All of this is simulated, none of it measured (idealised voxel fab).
The name of this process module is voxel ribs on slabs.
Shown is cross-section cut, with a width of 240 nm and square cells of size 5 nm.
A cross-section in this document is a grid of square cells, and it is written down as bands, the top band listed before the ones below it; a band is made up of one or more rows of cells.
Band: top height; bottom height; in nm. Then, left to right: material with width in nm, for each material. "edge to edge": a single material spanning edge to edge. "air": empty space.
Basically, 0 is our baseline, since under it the wafer straight out of the box is all one material. The bottom band has no lower end and keeps on going down, so it looks like "0 and below".
Top row gets the first number, bottom row gets the second, and each row in between changes by the same step: that is how a band width like "30->40" works.
The designation "left unchanged", where it is given for a processing step, indicates that no cell of the cross-section was altered in the course of that step.
Reported under the label "Tabulated closed voids" are the empty spaces having no open way to the top and comprising 8 cells or more; the notation for each is width x height at distance, in which the distance is measured from the left edge and all three values are in nm.
Note: text after step settings on the step line = simulator remark on that step.
You can add "overlay nm" to a step's line. For a step with a mask, it describes how far the mask lay to the right of its planned position, and a negative number describes a lay to the left.
The process steps that were planned are listed below:
1. RECEIVE [material Si]
2. DIRECTIONAL_DEP [material SiO2] [thk nm 30]
3. DIRECTIONAL_DEP [material SiN] [thk nm 20]
4. MASKED_ETCH [tone cover] [mask id RIB] [width nm 20] [etch materials SiN] [depth nm 10] [overlay nm 0]
5. PATTERN [tone cover] [mask id SLAB] [material resist] [width nm 70] [thk nm 15] [overlay nm 0]
6. DIRECTIONAL_ETCH [etch materials SiN] [depth nm 10]
7. STRIP [etch materials resist]
8. FILL_DEP [material SiO2] [thk nm 25]
9. CMP [height nm 65]
10. DIRECTIONAL_DEP [material TiN] [thk nm 5]
11. MASKED_ETCH [tone cover] [mask id HEATER] [width nm 40] [etch materials TiN] [depth nm 5] [overlay nm 0]
12. CONFORMAL_DEP [material SiN] [thk nm 10]
Wafers differ in width nm at step 4; plan lists the first wafer's value; identical starting state.
First of several wafers (as received, post step 1), cross-sectional view:
* 0 and below: Si edge to edge
* Tabulated closed voids: none
At the end of the module, after its last step, step 12, the first of several wafers appears in cross-section as follows:
* 80 down to 75: 90 air, 60 SiN, 90 air
* 75 down to 70: SiN edge to edge
* 70 down to 65: 100 SiN, 40 TiN, 100 SiN
* 65 down to 50: SiO2 edge to edge
* 50 down to 40: 110 SiO2, 20 SiN, 110 SiO2
* 40 down to 30: 85 SiO2, 70 SiN, 85 SiO2
* 30 down to 0: SiO2 edge to edge
* 0 and below: Si edge to edge
* Tabulated closed voids: none
At the end of the module, the last of several wafers in cross-section:
* 80 down to 75: 90 air, 60 SiN, 90 air
* 75 down to 70: SiN edge to edge
* 70 down to 65: 100 SiN, 40 TiN, 100 SiN
* 65 down to 50: SiO2 edge to edge
* 50 down to 40: 100 SiO2, 45 SiN, 95 SiO2
* 40 down to 30: 85 SiO2, 70 SiN, 85 SiO2
* 30 down to 0: SiO2 edge to edge
* 0 and below: Si edge to edge
* Tabulated closed voids: none
Take any row and you have a wafer at the end of the module: how many cells of each material it has gained (+) or lost (-) since it was received, and then its closed voids:
width nm 20 | +136 SiN | +588 SiO2 | +8 TiN | Tabulated closed voids: none
width nm 25 | +138 SiN | +586 SiO2 | +8 TiN | Tabulated closed voids: none
width nm 30 | +140 SiN | +584 SiO2 | +8 TiN | Tabulated closed voids: none
width nm 35 | +142 SiN | +582 SiO2 | +8 TiN | Tabulated closed voids: none
width nm 40 | +144 SiN | +580 SiO2 | +8 TiN | Tabulated closed voids: none
width nm 45 | +146 SiN | +578 SiO2 | +8 TiN | Tabulated closed voids: none
